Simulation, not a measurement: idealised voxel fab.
Module name: voxel self aligned vias (process module)
We display cut, a cross-section 190 nm in width whose square cells are each 5 nm.
Cross-section format: a grid of square cells, given as bands from top to bottom; each band is one or more rows of cells.
Within each band entry, the heights of the top and of the bottom of the band appear first, in that order and in nm; the materials of the band then follow from left to right, each with its corresponding width in nm. The designation "edge to edge" on a single material indicates that it fills the band from edge to edge; the designation "empty" indicates empty space.
A quick word on heights: they are counted from 0, and under that level the wafer as it came to us is one material throughout. The lowest band is different from the rest in having no bottom; it simply continues downward, written as in "0..down".
The two numbers in a width such as "30..40" mark its ends across the band: the first belongs to the top row of cells, the second to the bottom row, and from each row to the next the width moves by the same amount.
Basically "remains unaltered" means that step didn't change any cell in the cross-section.
Closed-off voids of 8+ cells (no open route to the top) go in "Closed void listing", written width x height at distance from the left edge, in nm.
Where a step's line continues beyond its settings, the continuation is a remark by the simulator itself on that step.
The line of a step may include "overlay nm". On a step with a mask, this value is how far to the right of its planned place the mask lay. A negative value means the mask lay to the left.
[The following list gives the planned process steps]
1) RECEIVE with material Si
2) CONFORMAL_DEP with material SiO2, thk nm 10
3) CONFORMAL_DEP with material SiCN, thk nm 5
4) DIRECTIONAL_DEP with material SiO2, thk nm 25
5) PATTERN with tone open, mask id LINES, material resist, width nm 30, pitch nm 80, thk nm 20, overlay nm 0
6) DIRECTIONAL_ETCH with etch materials SiO2, depth nm 25
7) STRIP with etch materials resist
8) CONFORMAL_DEP with material TiN, thk nm 5
9) FILL_DEP with material Ru, thk nm 10
10) CMP with height nm 40
11) SELECTIVE_ETCH with etch materials W Ru TiN, depth nm 10
12) FILL_DEP with material SiN, thk nm 10
13) CMP with height nm 40
14) DIRECTIONAL_DEP with material SiO2, thk nm 15
15) MASKED_ETCH with tone open, mask id VIAS, width nm 50, pitch nm 80, etch materials SiO2, depth nm 15, overlay nm 0
16) MASKED_ETCH with tone open, mask id VIAS, width nm 50, pitch nm 80, etch materials SiN, depth nm 10, overlay nm 0
17) CONFORMAL_DEP with material TiN, thk nm 5
18) FILL_DEP with material Cu, thk nm 10
19) CMP with height nm 55
20) CONFORMAL_DEP with material SiCN, thk nm 5
[The first of the two wafers, which ran as planned]
[Cross-section of the incoming wafer, state after step 1]
  0..down | Si edge to edge
  Closed void listing: none
[Wafer after step 2 (cross-section)]
  10..0 | SiO2 edge to edge
  Below 0 it's all the same as before, nothing changed down there.
[Wafer after step 3 (cross-section)]
  15..10 | SiCN edge to edge
  Below 10 it's all the same as before, nothing changed down there.
[Wafer after step 4 (cross-section)]
  40..15 | SiO2 edge to edge
  Below 15 it's all the same as before, nothing changed down there.
[Wafer after step 5 (cross-section)]
  60..40 | resist 40 nm; empty 30 nm; resist 50 nm; empty 30 nm; resist 40 nm
  Below 40 it's all the same as before, nothing changed down there.
[Wafer after step 6 (cross-section)]
  60..40 | resist 40 nm; empty 30 nm; resist 50 nm; empty 30 nm; resist 40 nm
  40..15 | SiO2 40 nm; empty 30 nm; SiO2 50 nm; empty 30 nm; SiO2 40 nm
  Below 15 it's all the same as before, nothing changed down there.
[Wafer after step 7 (cross-section)]
  40..15 | SiO2 40 nm; empty 30 nm; SiO2 50 nm; empty 30 nm; SiO2 40 nm
  Below 15 it's all the same as before, nothing changed down there.
[Wafer after step 8 (cross-section)]
  45..40 | TiN 45 nm; empty 20 nm; TiN 60 nm; empty 20 nm; TiN 45 nm
  40..20 | SiO2 40 nm; TiN 5 nm; empty 20 nm; TiN 5 nm; SiO2 50 nm; TiN 5 nm; empty 20 nm; TiN 5 nm; SiO2 40 nm
  20..15 | SiO2 40 nm; TiN 30 nm; SiO2 50 nm; TiN 30 nm; SiO2 40 nm
  Below 15 it's all the same as before, nothing changed down there.
[Wafer after step 9 (cross-section)]
  55..45 | Ru edge to edge
  45..40 | TiN 45 nm; Ru 20 nm; TiN 60 nm; Ru 20 nm; TiN 45 nm
  40..20 | SiO2 40 nm; TiN 5 nm; Ru 20 nm; TiN 5 nm; SiO2 50 nm; TiN 5 nm; Ru 20 nm; TiN 5 nm; SiO2 40 nm
  Below 20 it's all the same as before, nothing changed down there.
[Wafer after step 10 (cross-section)]
  40..20 | SiO2 40 nm; TiN 5 nm; Ru 20 nm; TiN 5 nm; SiO2 50 nm; TiN 5 nm; Ru 20 nm; TiN 5 nm; SiO2 40 nm
  Below 20 it's all the same as before, nothing changed down there.
[Wafer after step 11 (cross-section)]
  40..30 | SiO2 40 nm; empty 30 nm; SiO2 50 nm; empty 30 nm; SiO2 40 nm
  Below 30 it's all the same as before, nothing changed down there.
[Wafer after step 12 (cross-section)]
  50..40 | SiN edge to edge
  40..30 | SiO2 40 nm; SiN 30 nm; SiO2 50 nm; SiN 30 nm; SiO2 40 nm
  Below 30 it's all the same as before, nothing changed down there.
[Wafer after step 13 (cross-section)]
  40..30 | SiO2 40 nm; SiN 30 nm; SiO2 50 nm; SiN 30 nm; SiO2 40 nm
  Below 30 it's all the same as before, nothing changed down there.
[Wafer after step 14 (cross-section)]
  55..40 | SiO2 edge to edge
  Below 40 it's all the same as before, nothing changed down there.
[Wafer after step 15 (cross-section)]
  55..40 | SiO2 30 nm; empty 50 nm; SiO2 30 nm; empty 50 nm; SiO2 30 nm
  Below 40 it's all the same as before, nothing changed down there.
[Wafer after step 16 (cross-section)]
  55..40 | SiO2 30 nm; empty 50 nm; SiO2 30 nm; empty 50 nm; SiO2 30 nm
  40..30 | SiO2 40 nm; empty 30 nm; SiO2 50 nm; empty 30 nm; SiO2 40 nm
  Below 30 it's all the same as before, nothing changed down there.
[Wafer after step 17 (cross-section)]
  60..55 | TiN 35 nm; empty 40 nm; TiN 40 nm; empty 40 nm; TiN 35 nm
  55..45 | SiO2 30 nm; TiN 5 nm; empty 40 nm; TiN 5 nm; SiO2 30 nm; TiN 5 nm; empty 40 nm; TiN 5 nm; SiO2 30 nm
  45..35 | SiO2 30..40 nm; TiN 15..5 nm; empty 20 nm; TiN 15..5 nm; SiO2 30..50 nm; TiN 15..5 nm; empty 20 nm; TiN 15..5 nm; SiO2 30..40 nm
  35..30 | SiO2 40 nm; TiN 30 nm; SiO2 50 nm; TiN 30 nm; SiO2 40 nm
  Below 30 it's all the same as before, nothing changed down there.
[Wafer after step 18 (cross-section)]
  70..60 | Cu edge to edge
  60..55 | TiN 35 nm; Cu 40 nm; TiN 40 nm; Cu 40 nm; TiN 35 nm
  55..45 | SiO2 30 nm; TiN 5 nm; Cu 40 nm; TiN 5 nm; SiO2 30 nm; TiN 5 nm; Cu 40 nm; TiN 5 nm; SiO2 30 nm
  45..35 | SiO2 30..40 nm; TiN 15..5 nm; Cu 20 nm; TiN 15..5 nm; SiO2 30..50 nm; TiN 15..5 nm; Cu 20 nm; TiN 15..5 nm; SiO2 30..40 nm
  Below 35 it's all the same as before, nothing changed down there.
[Wafer after step 19 (cross-section)]
  55..45 | SiO2 30 nm; TiN 5 nm; Cu 40 nm; TiN 5 nm; SiO2 30 nm; TiN 5 nm; Cu 40 nm; TiN 5 nm; SiO2 30 nm
  Below 45 it's all the same as before, nothing changed down there.
[Wafer after step 20 (cross-section)]
  60..55 | SiCN edge to edge
  Below 55 it's all the same as before, nothing changed down there.
[The second wafer: identical to the first at the outset and in its planned sequence, differing only in that one mistake was made during processing; up to and including step 16, its path is the first wafer's path]
[Second wafer at the planned finish of step 17, seen in cross-section]
  60..55 | SiCN 35 nm; empty 40 nm; SiCN 40 nm; empty 40 nm; SiCN 35 nm
  55..45 | SiO2 30 nm; SiCN 5 nm; empty 40 nm; SiCN 5 nm; SiO2 30 nm; SiCN 5 nm; empty 40 nm; SiCN 5 nm; SiO2 30 nm
  45..35 | SiO2 30..40 nm; SiCN 15..5 nm; empty 20 nm; SiCN 15..5 nm; SiO2 30..50 nm; SiCN 15..5 nm; empty 20 nm; SiCN 15..5 nm; SiO2 30..40 nm
  35..30 | SiO2 40 nm; SiCN 30 nm; SiO2 50 nm; SiCN 30 nm; SiO2 40 nm
  Below 30 it's all the same as before, nothing changed down there.
[Second wafer at the planned finish of step 18, seen in cross-section]
  70..60 | Cu edge to edge
  60..55 | SiCN 35 nm; Cu 40 nm; SiCN 40 nm; Cu 40 nm; SiCN 35 nm
  55..45 | SiO2 30 nm; SiCN 5 nm; Cu 40 nm; SiCN 5 nm; SiO2 30 nm; SiCN 5 nm; Cu 40 nm; SiCN 5 nm; SiO2 30 nm
  45..35 | SiO2 30..40 nm; SiCN 15..5 nm; Cu 20 nm; SiCN 15..5 nm; SiO2 30..50 nm; SiCN 15..5 nm; Cu 20 nm; SiCN 15..5 nm; SiO2 30..40 nm
  Below 35 it's all the same as before, nothing changed down there.
[Second wafer at the planned finish of step 19, seen in cross-section]
  55..45 | SiO2 30 nm; SiCN 5 nm; Cu 40 nm; SiCN 5 nm; SiO2 30 nm; SiCN 5 nm; Cu 40 nm; SiCN 5 nm; SiO2 30 nm
  Below 45 it's all the same as before, nothing changed down there.
[Second wafer at the planned finish of step 20, seen in cross-section]
  60..55 | SiCN edge to edge
  Below 55 it's all the same as before, nothing changed down there.
Diagnosis: in deviation from the planned setting, step 17 was conducted as CONFORMAL_DEP with material SiCN, thk nm 5
Final comparison by cell count, materials where the second wafer has more or fewer than the first: 36 more of SiCN, 36 fewer of TiN
